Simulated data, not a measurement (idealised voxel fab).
The document below concerns the process module designated voxel local oxidation.
250 nm wide, 5 nm square cells: that's cross-section cut.
The cross-sections in this document take the form of a grid made of square cells. They are written out as bands, in order from top to bottom. Each band consists of one or more rows of cells. Band entry format. Leading values: height of top, height of bottom, nm. Remainder: materials in left-to-right order, each with its width in nm. Special words: "full width" on a single material, which then fills the band edge to edge; "air", empty space. We count height from 0. Below that, the starting wafer is all one material. The lowest band never ends at the bottom but goes on down; see "top 0, no bottom" for how that is written. The expression "30 to 40" gives the width at the extremes of the band, the first number at its top row of cells and the second at its bottom row, with the width changing by equal amounts from each row to the next in between. No cell of the cross-section changed in a step that is given as "no modification". Voids not open to the top, 8 cells minimum: see "Closed voids list". Written width x height at distance; distance is from the left edge; nm. If you see something after the settings on a step's line, that's the simulator's own remark about that step. The line of a step may include "overlay nm". On a step with a mask, this value is how far to the right of its planned place the mask lay. A negative value means the mask lay to the left. So the way this works: pairs, before and after one process step. The after picture only goes down to the lowest band that actually changed, nothing below. Step and its settings are under each pair. And watch out, pairs might come from different runs of this module, same starting wafer though, so a pair only follows on from the one above if its "Incoming structure" entry tells you so.
INCOMING STRUCTURE
	top 0, no bottom  Si full width
	Closed voids list: none
RESULTANT CROSS-SECTION
	top 0, bottom -5  SiO2 full width
	Below -5 it's all the same as before, nothing changed down there.
	Closed voids list: none
The transition between the preceding cross-sections is accomplished by OXIDIZE with depth nm 5
Incoming structure: just use the after drawing of the pair above as your starting point.
RESULTANT CROSS-SECTION
	top 10, bottom 0  SiN full width
	Below 0 it's all the same as before, nothing changed down there.
	Closed voids list: none
The transition between the preceding cross-sections is accomplished by CONFORMAL_DEP with material SiN, thk nm 10
Incoming structure: just use the after drawing of the pair above as your starting point.
RESULTANT CROSS-SECTION
	top 25, bottom 10  65 nm air, then 120 nm resist, then 65 nm air
	Below 10 it's all the same as before, nothing changed down there.
	Closed voids list: none
The transition between the preceding cross-sections is accomplished by PATTERN with tone cover, mask id ACTIVE, material resist, width nm 120, thk nm 15, overlay nm 0
Incoming structure: just use the after drawing of the pair above as your starting point.
RESULTANT CROSS-SECTION
	top 25, bottom 10  65 nm air, then 120 nm resist, then 65 nm air
	top 10, bottom 0  65 nm air, then 120 nm SiN, then 65 nm air
	Below 0 it's all the same as before, nothing changed down there.
	Closed voids list: none
The transition between the preceding cross-sections is accomplished by DIRECTIONAL_ETCH with etch materials SiN, depth nm 10
Incoming structure: just use the after drawing of the pair above as your starting point.
RESULTANT CROSS-SECTION
	top 10, bottom 0  65 nm air, then 120 nm SiN, then 65 nm air
	Below 0 it's all the same as before, nothing changed down there.
	Closed voids list: none
The transition between the preceding cross-sections is accomplished by STRIP with etch materials resist
Incoming structure: just use the after drawing of the pair above as your starting point.
RESULTANT CROSS-SECTION
	top 10, bottom 0  65 nm air, then 120 nm SiN, then 65 nm air
	top 0, bottom -5  70 nm air, then 110 nm SiO2, then 70 nm air
	Below -5 it's all the same as before, nothing changed down there.
	Closed voids list: none
The transition between the preceding cross-sections is accomplished by SELECTIVE_ETCH with etch materials SiO2, depth nm 5
Incoming structure: just use the after drawing of the pair above as your starting point.
RESULTANT CROSS-SECTION
	top 10, bottom 0  65 nm air, then 120 nm SiN, then 65 nm air
	top 0, bottom -5  70 nm air, then 110 nm SiO2, then 70 nm air
	top -5, bottom -20  85 nm SiO2, then 80 nm Si, then 85 nm SiO2
	Below -20 it's all the same as before, nothing changed down there.
	Closed voids list: none
The transition between the preceding cross-sections is accomplished by OXIDIZE with depth nm 15
Incoming structure: just use the after drawing of the pair above as your starting point.
RESULTANT CROSS-SECTION
	top 0, bottom -5  70 nm air, then 110 nm SiO2, then 70 nm air
	Below -5 it's all the same as before, nothing changed down there.
	Closed voids list: none
The transition between the preceding cross-sections is accomplished by STRIP with etch materials SiN
INCOMING STRUCTURE
	top 10, bottom 0  65 nm air, then 120 nm SiN, then 65 nm air
	top 0, bottom -5  70 nm air, then 110 nm SiO2, then 70 nm air
	top -5, no bottom  Si full width
	Closed voids list: none
RESULTANT CROSS-SECTION
	top 0, bottom -5  70 nm air, then 110 nm SiO2, then 70 nm air
	Below -5 it's all the same as before, nothing changed down there.
	Closed voids list: none
The transition between the preceding cross-sections is accomplished by STRIP with etch materials SiN
Incoming structure: just use the after drawing of the pair above as your starting point.
RESULTANT CROSS-SECTION
	top 0, bottom -5  70 nm air, then 110 nm SiO2, then 70 nm air
	top -5, bottom -20  85 nm SiO2, then 80 nm Si, then 85 nm SiO2
	Below -20 it's all the same as before, nothing changed down there.
	Closed voids list: none
The transition between the preceding cross-sections is accomplished by OXIDIZE with depth nm 15
INCOMING STRUCTURE
	top 10, bottom 0  65 nm air, then 120 nm SiN, then 65 nm air
	top 0, bottom -5  70 nm air, then 110 nm SiO2, then 70 nm air
	top -5, no bottom  Si full width
	Closed voids list: none
RESULTANT CROSS-SECTION
	top 10, bottom 0  65 nm air, then 120 nm SiN, then 65 nm air
	top 0, bottom -5  70 nm air, then 110 nm SiO2, then 70 nm air
	top -5, bottom -25  90 nm SiO2, then 70 nm Si, then 90 nm SiO2
	Below -25 it's all the same as before, nothing changed down there.
	Closed voids list: none
The transition between the preceding cross-sections is accomplished by OXIDIZE with depth nm 20
Incoming structure: just use the after drawing of the pair above as your starting point.
RESULTANT CROSS-SECTION
	top 0, bottom -5  70 nm air, then 110 nm SiO2, then 70 nm air
	Below -5 it's all the same as before, nothing changed down there.
	Closed voids list: none
The transition between the preceding cross-sections is accomplished by STRIP with etch materials SiN
INCOMING STRUCTURE
	top 10, bottom 0  SiN full width
	top 0, bottom -5  SiO2 full width
	top -5, no bottom  Si full width
	Closed voids list: none
RESULTANT CROSS-SECTION
	top 25, bottom 10  70 nm air, then 115 nm resist, then 65 nm air
	Below 10 it's all the same as before, nothing changed down there.
	Closed voids list: none
The transition between the preceding cross-sections is accomplished by PATTERN with tone cover, mask id ACTIVE, material resist, width nm 115, thk nm 15, overlay nm 0
Incoming structure: just use the after drawing of the pair above as your starting point.
RESULTANT CROSS-SECTION
	top 25, bottom 10  70 nm air, then 115 nm resist, then 65 nm air
	top 10, bottom 0  70 nm air, then 115 nm SiN, then 65 nm air
	Below 0 it's all the same as before, nothing changed down there.
	Closed voids list: none
The transition between the preceding cross-sections is accomplished by DIRECTIONAL_ETCH with etch materials SiN, depth nm 10
Incoming structure: just use the after drawing of the pair above as your starting point.
RESULTANT CROSS-SECTION
	top 10, bottom 0  70 nm air, then 115 nm SiN, then 65 nm air
	Below 0 it's all the same as before, nothing changed down there.
	Closed voids list: none
The transition between the preceding cross-sections is accomplished by STRIP with etch materials resist
Incoming structure: just use the after drawing of the pair above as your starting point.
RESULTANT CROSS-SECTION
	top 10, bottom 0  70 nm air, then 115 nm SiN, then 65 nm air
	top 0, bottom -5  75 nm air, then 105 nm SiO2, then 70 nm air
	Below -5 it's all the same as before, nothing changed down there.
	Closed voids list: none
The transition between the preceding cross-sections is accomplished by SELECTIVE_ETCH with etch materials SiO2, depth nm 5
Incoming structure: just use the after drawing of the pair above as your starting point.
RESULTANT CROSS-SECTION
	top 10, bottom 0  70 nm air, then 115 nm SiN, then 65 nm air
	top 0, bottom -5  75 nm air, then 105 nm SiO2, then 70 nm air
	top -5, bottom -20  90 nm SiO2, then 75 nm Si, then 85 nm SiO2
	Below -20 it's all the same as before, nothing changed down there.
	Closed voids list: none
The transition between the preceding cross-sections is accomplished by OXIDIZE with depth nm 15
Incoming structure: just use the after drawing of the pair above as your starting point.
RESULTANT CROSS-SECTION
	top 0, bottom -5  75 nm air, then 105 nm SiO2, then 70 nm air
	Below -5 it's all the same as before, nothing changed down there.
	Closed voids list: none
The transition between the preceding cross-sections is accomplished by STRIP with etch materials SiN
INCOMING STRUCTURE
	top 10, bottom 0  SiN full width
	top 0, bottom -5  SiO2 full width
	top -5, no bottom  Si full width
	Closed voids list: none
RESULTANT CROSS-SECTION
	top 25, bottom 10  70 nm air, then 120 nm resist, then 60 nm air
	Below 10 it's all the same as before, nothing changed down there.
	Closed voids list: none
The transition between the preceding cross-sections is accomplished by PATTERN with tone cover, mask id ACTIVE, material resist, width nm 120, thk nm 15, overlay nm 5
Incoming structure: just use the after drawing of the pair above as your starting point.
RESULTANT CROSS-SECTION
	top 25, bottom 10  70 nm air, then 120 nm resist, then 60 nm air
	top 10, bottom 0  70 nm air, then 120 nm SiN, then 60 nm air
	Below 0 it's all the same as before, nothing changed down there.
	Closed voids list: none
The transition between the preceding cross-sections is accomplished by DIRECTIONAL_ETCH with etch materials SiN, depth nm 10
Incoming structure: just use the after drawing of the pair above as your starting point.
RESULTANT CROSS-SECTION
	top 10, bottom 0  70 nm air, then 120 nm SiN, then 60 nm air
	Below 0 it's all the same as before, nothing changed down there.
	Closed voids list: none
The transition between the preceding cross-sections is accomplished by STRIP with etch materials resist
Incoming structure: just use the after drawing of the pair above as your starting point.
RESULTANT CROSS-SECTION
	top 10, bottom 0  70 nm air, then 120 nm SiN, then 60 nm air
	top 0, bottom -5  75 nm air, then 110 nm SiO2, then 65 nm air
	Below -5 it's all the same as before, nothing changed down there.
	Closed voids list: none
The transition between the preceding cross-sections is accomplished by SELECTIVE_ETCH with etch materials SiO2, depth nm 5
Incoming structure: just use the after drawing of the pair above as your starting point.
RESULTANT CROSS-SECTION
	top 10, bottom 0  70 nm air, then 120 nm SiN, then 60 nm air
	top 0, bottom -5  75 nm air, then 110 nm SiO2, then 65 nm air
	top -5, bottom -20  90 nm SiO2, then 80 nm Si, then 80 nm SiO2
	Below -20 it's all the same as before, nothing changed down there.
	Closed voids list: none
The transition between the preceding cross-sections is accomplished by OXIDIZE with depth nm 15
Incoming structure: just use the after drawing of the pair above as your starting point.
RESULTANT CROSS-SECTION
	top 0, bottom -5  75 nm air, then 110 nm SiO2, then 65 nm air
	Below -5 it's all the same as before, nothing changed down there.
	Closed voids list: none
The transition between the preceding cross-sections is accomplished by STRIP with etch materials SiN
INCOMING STRUCTURE
	top 10, bottom 0  65 nm air, then 120 nm SiN, then 65 nm air
	top 0, bottom -5  70 nm air, then 110 nm SiO2, then 70 nm air
	top -5, bottom -20  85 nm SiO2, then 80 nm Si, then 85 nm SiO2
	top -20, no bottom  Si full width
	Closed voids list: none
RESULTANT CROSS-SECTION
	top -5, bottom -20  85 nm air, then 80 nm Si, then 85 nm air
	Below -20 it's all the same as before, nothing changed down there.
	Closed voids list: none
The transition between the preceding cross-sections is accomplished by STRIP with etch materials SiO2
INCOMING STRUCTURE
	top 10, bottom 0  SiN full width
	top 0, bottom -5  SiO2 full width
	top -5, no bottom  Si full width
	Closed voids list: none
RESULTANT CROSS-SECTION
	top 25, bottom 10  65 nm resist, then 120 nm air, then 65 nm resist
	Below 10 it's all the same as before, nothing changed down there.
	Closed voids list: none
The transition between the preceding cross-sections is accomplished by PATTERN with tone open, mask id ACTIVE, material resist, width nm 120, thk nm 15, overlay nm 0
Incoming structure: just use the after drawing of the pair above as your starting point.
RESULTANT CROSS-SECTION
	top 25, bottom 10  65 nm resist, then 120 nm air, then 65 nm resist
	top 10, bottom 0  65 nm SiN, then 120 nm air, then 65 nm SiN
	Below 0 it's all the same as before, nothing changed down there.
	Closed voids list: none
The transition between the preceding cross-sections is accomplished by DIRECTIONAL_ETCH with etch materials SiN, depth nm 10
Incoming structure: just use the after drawing of the pair above as your starting point.
RESULTANT CROSS-SECTION
	top 10, bottom 0  65 nm SiN, then 120 nm air, then 65 nm SiN
	Below 0 it's all the same as before, nothing changed down there.
	Closed voids list: none
The transition between the preceding cross-sections is accomplished by STRIP with etch materials resist
Incoming structure: just use the after drawing of the pair above as your starting point.
RESULTANT CROSS-SECTION
	top 10, bottom 0  65 nm SiN, then 120 nm air, then 65 nm SiN
	top 0, bottom -5  60 nm SiO2, then 130 nm air, then 60 nm SiO2
	Below -5 it's all the same as before, nothing changed down there.
	Closed voids list: none
The transition between the preceding cross-sections is accomplished by SELECTIVE_ETCH with etch materials SiO2, depth nm 5
Incoming structure: just use the after drawing of the pair above as your starting point.
RESULTANT CROSS-SECTION
	top 10, bottom 0  65 nm SiN, then 120 nm air, then 65 nm SiN
	top 0, bottom -5  60 nm SiO2, then 130 nm air, then 60 nm SiO2
	top -5, bottom -20  45 nm Si, then 160 nm SiO2, then 45 nm Si
	Below -20 it's all the same as before, nothing changed down there.
	Closed voids list: none
The transition between the preceding cross-sections is accomplished by OXIDIZE with depth nm 15
Incoming structure: just use the after drawing of the pair above as your starting point.
RESULTANT CROSS-SECTION
	top 0, bottom -5  60 nm SiO2, then 130 nm air, then 60 nm SiO2
	Below -5 it's all the same as before, nothing changed down there.
	Closed voids list: none
The transition between the preceding cross-sections is accomplished by STRIP with etch materials SiN
